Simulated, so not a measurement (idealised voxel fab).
process module | voxel gate over fins
cross-section cut | 245 nm wide | cells 5 nm
A cross-section is a grid of square cells, given in bands from the top down. A band is one or more rows of cells.
Each band's line starts with the height of the band's top and of its bottom, in nm. Then come its materials from left to right, each with its width in nm. One material with "throughout" fills the band from edge to edge. "air" is empty space.
Height 0 is the level under which the wafer as received is all one material. The lowest band goes on downwards, as in "0 down".
A width such as "30 to 40" changes by the same amount from each row of cells to the next, from the band's top row to its bottom row.
"no change" after a step means that no cell of the cross-section changed.
closed voids: empty space of 8 cells or more with no open way to the top, each as width x height at its distance from the left edge, in nm
after a step's settings: what the simulator itself notes on the step
overlay nm, on a step with a mask: how far to the right of its planned place the mask lay; to the left if negative
plan
1 op RECEIVE | material Si
2 op CONFORMAL_DEP | material SiN | thk nm 5
3 op PATTERN | tone cover | mask id FINS | material resist | width nm 15 | pitch nm 35 | thk nm 15 | overlay nm 0
4 op DIRECTIONAL_ETCH | etch materials SiN | depth nm 5
5 op DIRECTIONAL_ETCH | etch materials Si | depth nm 40
6 op STRIP | etch materials resist
7 op FILL_DEP | material SiO2 | thk nm 10
8 op CMP | height nm 5
9 op SELECTIVE_ETCH | etch materials SiO2 | depth nm 15
10 op STRIP | etch materials SiN
11 op CONFORMAL_DEP | material HfO2 | thk nm 5
12 op CONFORMAL_DEP | material TiN | thk nm 5
13 op FILL_DEP | material W | thk nm 15
14 op CMP | height nm 20
15 op CONFORMAL_DEP | material SiCN | thk nm 5
as received, after step 1
  0 down: Si throughout
  closed voids: none
first wafer at the end, as planned
  25 to 20: SiCN throughout
  20 to 10: W throughout
  10 to 5: W 50 | TiN 140 | W 55
  5 to 0: W 50 | TiN 5 | HfO2 25 | TiN 10 | HfO2 25 | TiN 10 | HfO2 25 | TiN 10 | HfO2 25 | TiN 5 | W 55
  0 to -5: TiN 55 | HfO2 5 | Si 15 | HfO2 5 | TiN 10 | HfO2 5 | Si 15 | HfO2 5 | TiN 10 | HfO2 5 | Si 15 | HfO2 5 | TiN 10 | HfO2 5 | Si 15 | HfO2 5 | TiN 60
  -5 to -10: HfO2 60 | Si 15 | HfO2 20 | Si 15 | HfO2 20 | Si 15 | HfO2 20 | Si 15 | HfO2 65
  -10 to -40: SiO2 60 | Si 15 | SiO2 20 | Si 15 | SiO2 20 | Si 15 | SiO2 20 | Si 15 | SiO2 65
  -40 down: Si throughout
  closed voids: none
second wafer at the end: like start, like plan, one mistake
  25 to 20: SiCN throughout
  20 to 10: W 40 | TiN 160 | W 45
  10 to 5: TiN throughout
  5 to 0: TiN 55 | HfO2 25 | TiN 10 | HfO2 25 | TiN 10 | HfO2 25 | TiN 10 | HfO2 25 | TiN 60
  0 to -5: TiN 55 | HfO2 5 | Si 15 | HfO2 5 | TiN 10 | HfO2 5 | Si 15 | HfO2 5 | TiN 10 | HfO2 5 | Si 15 | HfO2 5 | TiN 10 | HfO2 5 | Si 15 | HfO2 5 | TiN 60
  -5 to -10: HfO2 60 | Si 15 | HfO2 20 | Si 15 | HfO2 20 | Si 15 | HfO2 20 | Si 15 | HfO2 65
  -10 to -40: SiO2 60 | Si 15 | SiO2 20 | Si 15 | SiO2 20 | Si 15 | SiO2 20 | Si 15 | SiO2 65
  -40 down: Si throughout
  closed voids: none
what went wrong: step 12 ran as: op CONFORMAL_DEP | material TiN | thk nm 15
at the end the second wafer has, in cells: 106 more of TiN | 106 fewer of W
